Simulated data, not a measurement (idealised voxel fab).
Process module name: voxel wiring stack
cross-section cut | 280 nm wide | cells 5 nm
Cross-sections here: square-cell grids, written as top-down lists of bands, a band being one or more rows of cells. The band entry comprises the height of the band's top followed by the height of its bottom, expressed in nm, and subsequently the band's materials from left to right, each stated together with its width in nm. Where a single material is marked with the word "throughout", that material fills the band from edge to edge. The word "empty" represents empty space. Counting heights begins at 0, where everything beneath is, in the wafer as received, one material. The lowest band has no bottom; it goes on downwards, as "0 nm and below" shows. Note: "30 to 40" means the width goes from the first number (top row of the band) to the second number (bottom row) in equal steps per row of cells. Basically "nothing got changed" means that step didn't change any cell in the cross-section. The entry "Closed voids list" lists the empty spaces that cover at least 8 cells and have no open path to the top. Each is written as width x height at distance, where the distance is measured from the left edge and all three values are in nm. Read whatever lies past the settings on a step's line as the simulator's own remark about the step. overlay nm: for a step with a mask, the amount by which the mask lay right of where it was planned; a negative amount means left of it.

Process steps - plan
1) RECEIVE (material Si)
2) CONFORMAL_DEP (material SiO2; thk nm 10)
3) CONFORMAL_DEP (material SiN; thk nm 5)
4) DIRECTIONAL_DEP (material SiO2; thk nm 20)
5) MASKED_ETCH (tone open; mask id METAL_1; width nm 20; pitch nm 40; etch materials SiO2; depth nm 20; overlay nm 0)
6) MASKED_ETCH (tone open; mask id METAL_1; width nm 20; pitch nm 40; etch materials SiN; depth nm 5; overlay nm 0)
7) CONFORMAL_DEP (material TiN; thk nm 5)
8) FILL_DEP (material Ru; thk nm 10)
9) CMP (height nm 35)
10) CONFORMAL_DEP (material SiCN; thk nm 5)
11) DIRECTIONAL_DEP (material SiO2; thk nm 15)
12) MASKED_ETCH (tone open; mask id PLUG_1; width nm 15; pitch nm 80; etch materials SiO2; depth nm 15; overlay nm 0)
13) MASKED_ETCH (tone open; mask id PLUG_1; width nm 15; pitch nm 80; etch materials SiCN; depth nm 5; overlay nm 0)
14) CONFORMAL_DEP (material TiN; thk nm 5)
15) FILL_DEP (material W; thk nm 5)
16) CMP (height nm 55)
17) CONFORMAL_DEP (material SiN; thk nm 5)
18) DIRECTIONAL_DEP (material lowk; thk nm 20)
19) MASKED_ETCH (tone open; mask id METAL_2; width nm 20; pitch nm 40; etch materials lowk; depth nm 20; overlay nm 0)
20) MASKED_ETCH (tone open; mask id METAL_2; width nm 20; pitch nm 40; etch materials SiN; depth nm 5; overlay nm 0)
21) CONFORMAL_DEP (material TiN; thk nm 5)
22) FILL_DEP (material Cu; thk nm 5)
23) CMP (height nm 80)
24) CONFORMAL_DEP (material SiCN; thk nm 5)
25) DIRECTIONAL_DEP (material lowk; thk nm 35)
26) MASKED_ETCH (tone open; mask id METAL_3; width nm 20; pitch nm 40; etch materials lowk; depth nm 20; overlay nm 0)
27) DIRECTIONAL_DEP (material aC; thk nm 10)
28) PATTERN (tone open; mask id METAL_3_HOLES; material resist; width nm 15; pitch nm 80; thk nm 25; overlay nm 0)
29) DIRECTIONAL_ETCH (etch materials aC; depth nm 10)
30) STRIP (etch materials resist)
31) DIRECTIONAL_ETCH (etch materials lowk; depth nm 15)
32) DIRECTIONAL_ETCH (etch materials SiCN; depth nm 5)
33) STRIP (etch materials aC)
34) CONFORMAL_DEP (material TiN; thk nm 5)
35) FILL_DEP (material Cu; thk nm 10)
36) CMP (height nm 120)
37) CONFORMAL_DEP (material SiN; thk nm 5)

As-received wafer cross-section (after step 1)
  0 nm and below: Si throughout
  Closed voids list: none

Sectioned view, first of two wafers, at the close of the module, processed as intended in the plan
  125 nm to 120 nm: SiN throughout
  120 nm to 105 nm: lowk: 90, then TiN: 5, then Cu: 10, then TiN: 5, then lowk: 20, then TiN: 5, then Cu: 10, then TiN: 5, then lowk: 20, then TiN: 5, then Cu: 10, then TiN: 5, then lowk: 90
  105 nm to 100 nm: lowk: 90, then TiN: 5, then Cu: 5, then TiN: 10, then lowk: 20, then TiN: 20, then lowk: 20, then TiN: 5, then Cu: 5, then TiN: 10, then lowk: 90
  100 nm to 85 nm: lowk: 90, then TiN: 5, then Cu: 5, then TiN: 5, then lowk: 65, then TiN: 5, then Cu: 5, then TiN: 5, then lowk: 95
  85 nm to 80 nm: SiCN: 90, then TiN: 15, then SiCN: 65, then TiN: 15, then SiCN: 95
  80 nm to 60 nm: lowk: 90, then TiN: 5, then Cu: 10, then TiN: 5, then lowk: 20, then TiN: 5, then Cu: 10, then TiN: 5, then lowk: 20, then TiN: 5, then Cu: 10, then TiN: 5, then lowk: 90
  60 nm to 55 nm: SiN: 90, then TiN: 20, then SiN: 20, then TiN: 20, then SiN: 20, then TiN: 20, then SiN: 90
  55 nm to 40 nm: SiO2: 90, then TiN: 5, then W: 5, then TiN: 5, then SiO2: 65, then TiN: 5, then W: 5, then TiN: 5, then SiO2: 95
  40 nm to 35 nm: SiCN: 90, then TiN: 15, then SiCN: 65, then TiN: 15, then SiCN: 95
  35 nm to 15 nm: SiO2: 90, then TiN: 5, then Ru: 10, then TiN: 5, then SiO2: 20, then TiN: 5, then Ru: 10, then TiN: 5, then SiO2: 20, then TiN: 5, then Ru: 10, then TiN: 5, then SiO2: 90
  15 nm to 10 nm: SiN: 90, then TiN: 20, then SiN: 20, then TiN: 20, then SiN: 20, then TiN: 20, then SiN: 90
  10 nm to 0 nm: SiO2 throughout
  0 nm and below: Si throughout
  Closed voids list: none

End of module, second wafer, cross-section. Started like the first, planned like the first, run with one mistake
  125 nm to 120 nm: SiN throughout
  120 nm to 105 nm: lowk: 90, then TiN: 5, then Cu: 10, then TiN: 5, then lowk: 20, then TiN: 5, then Cu: 10, then TiN: 5, then lowk: 20, then TiN: 5, then Cu: 10, then TiN: 5, then lowk: 90
  105 nm to 100 nm: lowk: 90, then TiN: 5, then Cu: 5, then TiN: 10, then lowk: 20, then TiN: 20, then lowk: 20, then TiN: 5, then Cu: 5, then TiN: 10, then lowk: 90
  100 nm to 85 nm: lowk: 90, then TiN: 5, then Cu: 5, then TiN: 5, then lowk: 65, then TiN: 5, then Cu: 5, then TiN: 5, then lowk: 95
  85 nm to 80 nm: SiCN: 90, then TiN: 15, then SiCN: 65, then TiN: 15, then SiCN: 95
  80 nm to 60 nm: lowk: 90, then TiN: 5, then Cu: 10, then TiN: 5, then lowk: 20, then TiN: 5, then Cu: 10, then TiN: 5, then lowk: 20, then TiN: 5, then Cu: 10, then TiN: 5, then lowk: 90
  60 nm to 55 nm: SiN: 90, then TiN: 20, then SiN: 20, then TiN: 20, then SiN: 20, then TiN: 20, then SiN: 90
  55 nm to 50 nm: SiCN: 90, then TiN: 15, then SiCN: 65, then TiN: 15, then SiCN: 95
  50 nm to 35 nm: SiO2 throughout
  35 nm to 15 nm: SiO2: 90, then TiN: 5, then Ru: 10, then TiN: 5, then SiO2: 20, then TiN: 5, then Ru: 10, then TiN: 5, then SiO2: 20, then TiN: 5, then Ru: 10, then TiN: 5, then SiO2: 90
  15 nm to 10 nm: SiN: 90, then TiN: 20, then SiN: 20, then TiN: 20, then SiN: 20, then TiN: 20, then SiN: 90
  10 nm to 0 nm: SiO2 throughout
  0 nm and below: Si throughout
  Closed voids list: none
What went wrong in running the wafer? a sequencing error occurred in which plan steps 10 and 11 were transposed
The closing comparison, in cells, has the second wafer with more or fewer of some materials than the first: SiO2: 18 more; TiN: 12 fewer; W: 6 fewer
